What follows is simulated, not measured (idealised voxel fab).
process module | voxel self aligned vias
cross-section cut | 250 nm wide | cells 5 nm
A cross-section is a grid of square cells, given in bands from the top down. A band is one or more rows of cells.
Each band's line starts with the height of the band's top and of its bottom, in nm. Then come its materials from left to right, each with its width in nm. One material with "throughout" fills the band from edge to edge. "air" is empty space.
Height 0 is the level under which the wafer as received is all one material. The lowest band goes on downwards, as in "0 down".
A width such as "30 to 40" changes by the same amount from each row of cells to the next, from the band's top row to its bottom row.
"no change" after a step means that no cell of the cross-section changed.
closed voids: empty space of 8 cells or more with no open way to the top, each as width x height at its distance from the left edge, in nm
after a step's settings: what the simulator itself notes on the step
overlay nm, on a step with a mask: how far to the right of its planned place the mask lay; to the left if negative
plan
1 op RECEIVE | material Si
2 op CONFORMAL_DEP | material SiO2 | thk nm 15
3 op CONFORMAL_DEP | material SiCN | thk nm 5
4 op DIRECTIONAL_DEP | material SiO2 | thk nm 30
5 op PATTERN | tone open | mask id LINES | material resist | width nm 30 | pitch nm 65 | thk nm 15 | overlay nm 0
6 op DIRECTIONAL_ETCH | etch materials SiO2 | depth nm 30
7 op STRIP | etch materials resist
8 op CONFORMAL_DEP | material TiN | thk nm 5
9 op FILL_DEP | material Ru | thk nm 5
10 op CMP | height nm 50
11 op SELECTIVE_ETCH | etch materials W Ru TiN | depth nm 5
12 op FILL_DEP | material SiN | thk nm 10
13 op CMP | height nm 50
14 op DIRECTIONAL_DEP | material SiO2 | thk nm 15
15 op MASKED_ETCH | tone open | mask id VIAS | width nm 50 | pitch nm 65 | etch materials SiO2 | depth nm 15 | overlay nm 0
16 op MASKED_ETCH | tone open | mask id VIAS | width nm 50 | pitch nm 65 | etch materials SiN | depth nm 5 | overlay nm 0
17 op CONFORMAL_DEP | material TiN | thk nm 5
18 op FILL_DEP | material W | thk nm 10
19 op CMP | height nm 55
20 op CONFORMAL_DEP | material SiN | thk nm 5
varied across the wafers: height nm of step 19. The plan shows the first wafer's value. All wafers start alike
first wafer as received, after step 1
  0 down: Si throughout
  closed voids: none
first wafer at the end, after step 20
  60 to 55: SiN throughout
  55 to 50: SiO2 65 | TiN 15 | W 20 | TiN 15 | SiO2 15 | TiN 15 | W 20 | TiN 15 | SiO2 70
  50 to 45: SiO2 75 | TiN 30 | SiO2 35 | TiN 30 | SiO2 80
  45 to 25: SiO2 75 | TiN 5 | Ru 20 | TiN 5 | SiO2 35 | TiN 5 | Ru 20 | TiN 5 | SiO2 80
  25 to 20: SiO2 75 | TiN 30 | SiO2 35 | TiN 30 | SiO2 80
  20 to 15: SiCN throughout
  15 to 0: SiO2 throughout
  0 down: Si throughout
  closed voids: none
last wafer at the end
  85 to 80: SiN throughout
  80 to 70: W throughout
  70 to 65: TiN 70 | W 40 | TiN 25 | W 40 | TiN 75
  65 to 55: SiO2 65 | TiN 5 | W 40 | TiN 5 | SiO2 15 | TiN 5 | W 40 | TiN 5 | SiO2 70
  55 to 50: SiO2 65 | TiN 15 | W 20 | TiN 15 | SiO2 15 | TiN 15 | W 20 | TiN 15 | SiO2 70
  50 to 45: SiO2 75 | TiN 30 | SiO2 35 | TiN 30 | SiO2 80
  45 to 25: SiO2 75 | TiN 5 | Ru 20 | TiN 5 | SiO2 35 | TiN 5 | Ru 20 | TiN 5 | SiO2 80
  25 to 20: SiO2 75 | TiN 30 | SiO2 35 | TiN 30 | SiO2 80
  20 to 15: SiCN throughout
  15 to 0: SiO2 throughout
  0 down: Si throughout
  closed voids: none
each wafer at the end: cells of each material gained (+) or lost (-) since it was received, then its closed voids
height nm 55 | +32 Ru | +50 SiCN | +50 SiN | +408 SiO2 | +52 TiN | +8 W | closed voids: none
height nm 60 | +32 Ru | +50 SiCN | +50 SiN | +438 SiO2 | +56 TiN | +24 W | closed voids: none
height nm 65 | +32 Ru | +50 SiCN | +50 SiN | +468 SiO2 | +60 TiN | +40 W | closed voids: none
height nm 70 | +32 Ru | +50 SiCN | +50 SiN | +468 SiO2 | +94 TiN | +56 W | closed voids: none
height nm 75 | +32 Ru | +50 SiCN | +50 SiN | +468 SiO2 | +94 TiN | +106 W | closed voids: none
height nm 80 | +32 Ru | +50 SiCN | +50 SiN | +468 SiO2 | +94 TiN | +156 W | closed voids: none
